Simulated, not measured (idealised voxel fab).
The following process module bears the name voxel released beams.
The figure presents cross-section cut, which has a width of 175 nm and is divided into square cells with an edge length of 5 nm.
Just so we're on the same page, the cross-sections are grids of square cells, and they're listed out in bands top to bottom, each band one or more rows deep. It is stipulated that each band's entry specify, in nanometres, the height of the top of the band and then that of its bottom, followed by the materials of the band in left-to-right sequence, each together with its width in nanometres. A single material marked by the word "full width" is understood to fill the band from edge to edge; the word "air" is understood to denote empty space. Zero point of the height axis is 0; under it, received wafer = one material. Lowest band: continues down indefinitely, "0 nm and below". The two numbers in a width such as "30 to 40" mark its ends across the band: the first belongs to the top row of cells, the second to the bottom row, and from each row to the next the width moves by the same amount. The cross-section has no changed cell in any step marked "all unchanged". Voids not open to the top, 8 cells minimum: see "Closed voids list". Written width x height at distance; distance is from the left edge; nm. Text after the settings on a step's line: the simulator's own remark on that step. overlay nm: on a step with a mask, how far right of its planned place the mask lay; negative means left.

## Planned step list for the process
1,RECEIVE | material Si
2,CONFORMAL_DEP | material SiN | thk nm 5
3,DIRECTIONAL_DEP | material SiO2 | thk nm 15
4,PATTERN | tone open | mask id ANCHOR | material resist | width nm 35 | thk nm 15 | overlay nm 0
5,DIRECTIONAL_ETCH | etch materials SiO2 | depth nm 15
6,STRIP | etch materials resist
7,CONFORMAL_DEP | material W | thk nm 15
8,DIRECTIONAL_DEP | material aC | thk nm 10
9,PATTERN | tone cover | mask id BEAM | material resist | width nm 120 | thk nm 25 | overlay nm 0
10,DIRECTIONAL_ETCH | etch materials aC | depth nm 10
11,STRIP | etch materials resist
12,DIRECTIONAL_ETCH | etch materials W | depth nm 15
13,STRIP | etch materials aC
14,STRIP | etch materials SiO2

## As received (post step 1): cross-section
- 0 nm and below  Si full width
- Closed voids list: none

## The first of the two wafers as seen in cross-section once the module was finished; processing followed the plan
- 35 nm to 20 nm  25 of air  20 of W  5 of air  95 of W  30 of air
- 20 nm to 5 nm  30 of air  35 of W  110 of air
- 5 nm to 0 nm  SiN full width
- 0 nm and below  Si full width
- Closed voids list: none

## Second wafer of the two, sectioned at the end of the module. It began like the first and followed the same plan, but one mistake was made while running it
- 50 nm to 35 nm  25 of air  120 of W  30 of air
- 35 nm to 20 nm  W full width
- 20 nm to 5 nm  30 of SiO2  35 of W  110 of SiO2
- 5 nm to 0 nm  SiN full width
- 0 nm and below  Si full width
- Closed voids list: none
The mistake made against the process plan was this: the plan's step 7 ran twice
End check, counted in cells, second wafer has more or fewer of these materials than the first: SiO2: 84 more | W: 108 more
